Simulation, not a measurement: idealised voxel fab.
You're looking at the process module voxel released beams.
The figure presents cross-section cut, which has a width of 300 nm and is divided into square cells with an edge length of 5 nm.
Think of the cross-section as a grid of square cells. We describe it in bands, top to bottom, and each band covers one or more rows of those cells. What a band's entry tells you: where the top is and where the bottom is, as heights in nm, and after that what lies inside, material by material from left to right, each with its width in nm. Empty space is written as the word "empty", and a single material marked with the word "edge to edge" occupies the band from edge to edge. Convention: height 0 is the level below which the wafer, as received, is all one material. The lowest band does not terminate at the bottom but continues downward, represented as "from 0 down". The notation "30->40" denotes a width that varies across the rows of cells in the band, beginning at the first number in the top row, finishing at the second number in the bottom row, and changing by an identical amount from each row to the next. It should be understood that the words "stayed the same", when stated for a given step, signify that the cross-section underwent no change in any of its cells during that step. The label "Unvented cavities" introduces a list of the empty spaces, 8 cells or larger, that have no open way up to the top; each entry in it reads width x height at distance, where the distance is taken from the left edge and all three are stated in nm. Read whatever lies past the settings on a step's line as the simulator's own remark about the step. What "overlay nm" on a step's line means: if the step has a mask, that mask lay this far to the right of its planned place, or, when the value is negative, to the left.
-- plan
1,RECEIVE [material Si]
2,CONFORMAL_DEP [material Al2O3] [thk nm 10]
3,DIRECTIONAL_DEP [material SiO2] [thk nm 10]
4,DIRECTIONAL_DEP [material aC] [thk nm 10]
5,PATTERN [tone open] [mask id ANCHOR] [material resist] [width nm 40] [thk nm 25] [overlay nm 0]
6,DIRECTIONAL_ETCH [etch materials aC] [depth nm 10]
7,STRIP [etch materials resist]
8,DIRECTIONAL_ETCH [etch materials SiO2] [depth nm 5]
9,STRIP [etch materials aC]
10,CONFORMAL_DEP [material SiN] [thk nm 15]
11,DIRECTIONAL_DEP [material aC] [thk nm 15]
12,PATTERN [tone cover] [mask id BEAM] [material resist] [width nm 100] [thk nm 30] [overlay nm 0]
13,DIRECTIONAL_ETCH [etch materials aC] [depth nm 15]
14,STRIP [etch materials resist]
15,DIRECTIONAL_ETCH [etch materials SiN] [depth nm 15]
16,STRIP [etch materials aC]
17,STRIP [etch materials SiO2]
Across this set of wafers, the varied parameter is the depth nm of step 8. Starting conditions are identical for every wafer, and the plan reports the value assigned to the first wafer.
-- Sectional view: first of several wafers, as received, after step 1
> from 0 down | Si edge to edge
> Unvented cavities: none
-- Once step 17, the last step, is complete, the module is at its end; this is the cross-section of the first of several wafers
> from 10 to 0 | Al2O3 edge to edge
> from 0 down | Si edge to edge
> Unvented cavities: none
-- Last wafer, end of module, cross-section
> from 35 to 25 | 95 empty | 20 SiN | 10 empty | 70 SiN | 105 empty
> from 25 to 20 | 95 empty | 100 SiN | 105 empty
> from 20 to 10 | 100 empty | 40 SiN | 160 empty
> from 10 to 0 | Al2O3 edge to edge
> from 0 down | Si edge to edge
> Unvented cavities: none
-- End of module, by wafer: material-by-material cell gain (+) or loss (-) since receipt, then closed voids
depth nm 5; +120 Al2O3; Unvented cavities: none
depth nm 10; +120 Al2O3; +72 SiN; Unvented cavities: none
depth nm 15; +120 Al2O3; +72 SiN; Unvented cavities: none
depth nm 20; +120 Al2O3; +72 SiN; Unvented cavities: none
depth nm 25; +120 Al2O3; +72 SiN; Unvented cavities: none
